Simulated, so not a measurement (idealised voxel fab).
Name of the process module below: voxel lift off
Square cell edge 5 nm, section width 240 nm, ID cut.
Each cross-section below is a grid of square cells, stated as bands in top-down order, with one or more rows of cells making up each band. The band entry comprises the height of the band's top followed by the height of its bottom, expressed in nm, and subsequently the band's materials from left to right, each stated together with its width in nm. Where a single material is marked with the word "edge to edge", that material fills the band from edge to edge. The word "empty" represents empty space. All heights in this document are referenced to 0, defined as the level beneath which the wafer, as received, consists entirely of one material. The lowest band is not bounded below; it extends indefinitely downward and is written in the form "0 and below". Width "30..40": first value at the band's top row of cells, second value at its bottom row, equal change from row to row. Any step labelled "left unchanged" changed none of the cells in the cross-section. Enclosed void listing: empty space of 8 cells or more with no open way to the top, each as width x height at its distance from the left edge, in nm. Past the settings on a step's line: simulator remark, on that step. Each step line may optionally specify "overlay nm", which for a step with a mask gives the rightward distance between the mask's planned place and where it lay, a negative value indicating the leftward direction.

THE PROCESS STEPS THAT WERE PLANNED ARE LISTED BELOW
1: RECEIVE | material Si
2: CONFORMAL_DEP | material Al2O3 | thk nm 5
3: PATTERN | tone open | mask id LINES | material resist | width nm 25 | pitch nm 55 | thk nm 20 | overlay nm 0
4: DIRECTIONAL_DEP | material Ru | thk nm 5
5: STRIP | etch materials resist
6: CONFORMAL_DEP | material SiN | thk nm 10

CONCERNING THE FIRST OF TWO WAFERS, WHICH WAS RUN IN ACCORDANCE WITH THE PLAN

CROSS-SECTION OF THE WAFER AS IT CAME TO US, I.E., ALREADY THROUGH STEP 1
0 and below: Si edge to edge
Enclosed void listing: none

STATE OF THE WAFER AFTER STEP 2, SHOWN IN CROSS-SECTION
5 down to 0: Al2O3 edge to edge
Under 0: no change, same as before.

STATE OF THE WAFER AFTER STEP 3, SHOWN IN CROSS-SECTION
25 down to 5: 80 resist / 25 empty / 30 resist / 25 empty / 80 resist
Under 5: no change, same as before.

STATE OF THE WAFER AFTER STEP 4, SHOWN IN CROSS-SECTION
30 down to 25: 80 Ru / 25 empty / 30 Ru / 25 empty / 80 Ru
25 down to 10: 80 resist / 25 empty / 30 resist / 25 empty / 80 resist
10 down to 5: 80 resist / 25 Ru / 30 resist / 25 Ru / 80 resist
Under 5: no change, same as before.

STATE OF THE WAFER AFTER STEP 5, SHOWN IN CROSS-SECTION
10 down to 5: 80 empty / 25 Ru / 30 empty / 25 Ru / 80 empty
Under 5: no change, same as before.

STATE OF THE WAFER AFTER STEP 6, SHOWN IN CROSS-SECTION
20 down to 15: 70 empty / 45 SiN / 10 empty / 45 SiN / 70 empty
15 down to 10: SiN edge to edge
10 down to 5: 80 SiN / 25 Ru / 30 SiN / 25 Ru / 80 SiN
Under 5: no change, same as before.

WAFER TWO. IDENTICAL START, IDENTICAL PLAN. ONE MISTAKE IN EXECUTION. IDENTICAL HISTORY THROUGH STEP 4

CROSS-SECTION OF THE SECOND WAFER WHEN, ACCORDING TO PLAN, STEP 5 SHOULD HAVE FINISHED
10 down to 5: 80 empty / 25 Ru / 30 empty / 25 Ru / 80 empty
Under 5: no change, same as before.

CROSS-SECTION OF THE SECOND WAFER WHEN, ACCORDING TO PLAN, STEP 6 SHOULD HAVE FINISHED
20 down to 15: 70 empty / 45 SiN / 10 empty / 45 SiN / 70 empty
15 down to 10: SiN edge to edge
10 down to 5: 80 SiN / 25 Ru / 30 SiN / 25 Ru / 80 SiN
Under 5: no change, same as before.
Against the plan, the run slipped here: step 5 of the plan was carried out twice
Same final cross-section on the two wafers, so the model's numbers don't move because of the mistake.
